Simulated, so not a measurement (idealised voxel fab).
process module | voxel gate over fins
cross-section cut | 240 nm wide | cells 5 nm
A cross-section is a grid of square cells, given in bands from the top down. A band is one or more rows of cells.
Each band's line starts with the height of the band's top and of its bottom, in nm. Then come its materials from left to right, each with its width in nm. One material with "throughout" fills the band from edge to edge. "air" is empty space.
Height 0 is the level under which the wafer as received is all one material. The lowest band goes on downwards, as in "0 down".
A width such as "30 to 40" changes by the same amount from each row of cells to the next, from the band's top row to its bottom row.
"no change" after a step means that no cell of the cross-section changed.
closed voids: empty space of 8 cells or more with no open way to the top, each as width x height at its distance from the left edge, in nm
after a step's settings: what the simulator itself notes on the step
overlay nm, on a step with a mask: how far to the right of its planned place the mask lay; to the left if negative
plan
1 op RECEIVE | material Si
2 op CONFORMAL_DEP | material SiN | thk nm 5
3 op PATTERN | tone cover | mask id FINS | material resist | width nm 15 | pitch nm 40 | thk nm 15 | overlay nm 0
4 op DIRECTIONAL_ETCH | etch materials SiN | depth nm 5
5 op DIRECTIONAL_ETCH | etch materials Si | depth nm 30
6 op STRIP | etch materials resist
7 op OXIDIZE | depth nm 5
8 op FILL_DEP | material SiO2 | thk nm 15
9 op CMP | height nm 5
10 op SELECTIVE_ETCH | etch materials SiO2 | depth nm 15
11 op STRIP | etch materials SiN
12 op CONFORMAL_DEP | material HfO2 | thk nm 5
13 op CONFORMAL_DEP | material TiN | thk nm 5
14 op FILL_DEP | material W | thk nm 10
15 op CMP | height nm 15
16 op CONFORMAL_DEP | material SiN | thk nm 5
varied across the wafers: thk nm of step 2. The plan shows the first wafer's value. All wafers start alike
first wafer as received, after step 1
  0 down: Si throughout
  closed voids: none
each wafer at the end: cells of each material gained (+) or lost (-) since it was received, then its closed voids
thk nm 5 | +64 HfO2 | -308 Si | +48 SiN | +220 SiO2 | +64 TiN | +104 W | closed voids: none
thk nm 10 | +48 HfO2 | +48 SiN | +48 TiN | +48 W | closed voids: none
thk nm 15 | +48 HfO2 | +48 SiN | +48 TiN | +48 W | closed voids: none
thk nm 20 | +48 HfO2 | +48 SiN | +48 TiN | +48 W | closed voids: none
